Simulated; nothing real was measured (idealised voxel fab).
Module name: voxel capacitor over wiring (process module)
Xsec cut, 230 nm wide, square cell size 5 nm.
When this document writes out a cross-section, it uses a grid of square cells and lists it as bands, beginning at the top and moving down, with a band standing for one or more rows of cells.
Band: top height; bottom height; in nm. Then, left to right: material with width in nm, for each material. "edge to edge": a single material spanning edge to edge. "blank": empty space.
Convention: height 0 is the level below which the wafer, as received, is all one material. The lowest band does not terminate at the bottom but continues downward, represented as "from 0 down".
When a width is written as two numbers, as in "30->40", the first number is the width in the top row of cells of the band and the second is the width in its bottom row, and the width changes by the same amount from each row to the next.
"nothing was modified", as given for a step, is the statement that not any cell of the cross-section underwent a change during that step.
So "Closed void inventory" is basically the list of trapped voids: any empty space of 8 cells or more that can't reach the top through an opening. They're written width x height at distance, the distance being from the left edge, and it's all nm.
Note: text after step settings on the step line = simulator remark on that step.
The "overlay nm" setting may appear on a step's line; for a step that uses a mask, it gives how far to the right of its planned position the mask lay, and a negative value indicates the left.
Below you will find pairs of cross-sections. In each, one shows the wafer before one process step and the other after it, with the after view ending at the lowest band that changed. Under each pair is the step separating them, along with its settings. Do not assume the pairs form a chain: they can come from different runs of this module on the same starting wafer, and a pair continues from the pair above it only when its "State on entry" entry says so.

-- State on entry
> from 90 to 75 = aC edge to edge
> from 75 to 65 = SiO2 edge to edge
> from 65 to 60 = 65 SiO2; 75 TiN; 90 SiO2
> from 60 to 55 = 65 SiO2; 75 SiN; 90 SiO2
> from 55 to 50 = 60 SiO2; 85 TiN; 85 SiO2
> from 50 to 40 = 65 SiO2; 5 TiN; 5 Cu; 5 TiN; 150 SiO2
> from 40 to 35 = 65 SiCN; 15 TiN; 150 SiCN
> from 35 to 15 = 55 SiO2; 5 TiN; 15 Cu; 5 TiN; 70 SiO2; 5 TiN; 15 Cu; 5 TiN; 55 SiO2
> from 15 to 10 = 55 SiCN; 25 TiN; 70 SiCN; 25 TiN; 55 SiCN
> from 10 to 0 = SiO2 edge to edge
> from 0 down = Si edge to edge
> Closed void inventory: none

-- Sectional View, Post-Process
> from 120 to 90 = 75 blank; 15 resist; 140 blank
> Below 90, no change.
> Closed void inventory: none
For reference, the processing step occurring between the two cross-sections presented above is as follows: PATTERN with tone cover, mask id PLUG_2, material resist, width nm 15, thk nm 30, overlay nm 0

State on entry: The structure entering this step is exactly what the pair just above shows after its step.

-- Sectional View, Post-Process
> from 105 to 90 = 75 blank; 15 resist; 140 blank
> from 90 to 75 = 75 blank; 15 aC; 140 blank
> Below 75, no change.
> Closed void inventory: none
For reference, the processing step occurring between the two cross-sections presented above is as follows: DIRECTIONAL_ETCH with etch materials aC, depth nm 15

State on entry: The structure entering this step is exactly what the pair just above shows after its step.

-- Sectional View, Post-Process
> from 90 to 75 = 75 blank; 15 aC; 140 blank
> Below 75, no change.
> Closed void inventory: none
For reference, the processing step occurring between the two cross-sections presented above is as follows: STRIP with etch materials resist

State on entry: The structure entering this step is exactly what the pair just above shows after its step.

-- Sectional View, Post-Process
> from 90 to 75 = 75 blank; 15 aC; 140 blank
> from 75 to 65 = 75 blank; 15 SiO2; 140 blank
> Below 65, no change.
> Closed void inventory: none
For reference, the processing step occurring between the two cross-sections presented above is as follows: DIRECTIONAL_ETCH with etch materials SiO2, depth nm 10

State on entry: The structure entering this step is exactly what the pair just above shows after its step.

-- Sectional View, Post-Process
> from 75 to 65 = 75 blank; 15 SiO2; 140 blank
> Below 65, no change.
> Closed void inventory: none
For reference, the processing step occurring between the two cross-sections presented above is as follows: STRIP with etch materials aC

State on entry: The structure entering this step is exactly what the pair just above shows after its step.

-- Sectional View, Post-Process
> from 80 to 75 = 70 blank; 25 TiN; 135 blank
> from 75 to 70 = 70 blank; 5 TiN; 15 SiO2; 5 TiN; 135 blank
> from 70 to 65 = 75 TiN; 15 SiO2; 140 TiN
> Below 65, no change.
> Closed void inventory: none
For reference, the processing step occurring between the two cross-sections presented above is as follows: CONFORMAL_DEP with material TiN, thk nm 5

State on entry: The structure entering this step is exactly what the pair just above shows after its step.

-- Sectional View, Post-Process
> from 90 to 80 = W edge to edge
> from 80 to 75 = 70 W; 25 TiN; 135 W
> from 75 to 70 = 70 W; 5 TiN; 15 SiO2; 5 TiN; 135 W
> Below 70, no change.
> Closed void inventory: none
For reference, the processing step occurring between the two cross-sections presented above is as follows: FILL_DEP with material W, thk nm 10

State on entry: The structure entering this step is exactly what the pair just above shows after its step.

-- Sectional View, Post-Process
> from 75 to 70 = 70 W; 5 TiN; 15 SiO2; 5 TiN; 135 W
> Below 70, no change.
> Closed void inventory: none
For reference, the processing step occurring between the two cross-sections presented above is as follows: CMP with height nm 75

State on entry: The structure entering this step is exactly what the pair just above shows after its step.

-- Sectional View, Post-Process
> from 80 to 75 = SiN edge to edge
> Below 75, no change.
> Closed void inventory: none
For reference, the processing step occurring between the two cross-sections presented above is as follows: CONFORMAL_DEP with material SiN, thk nm 5
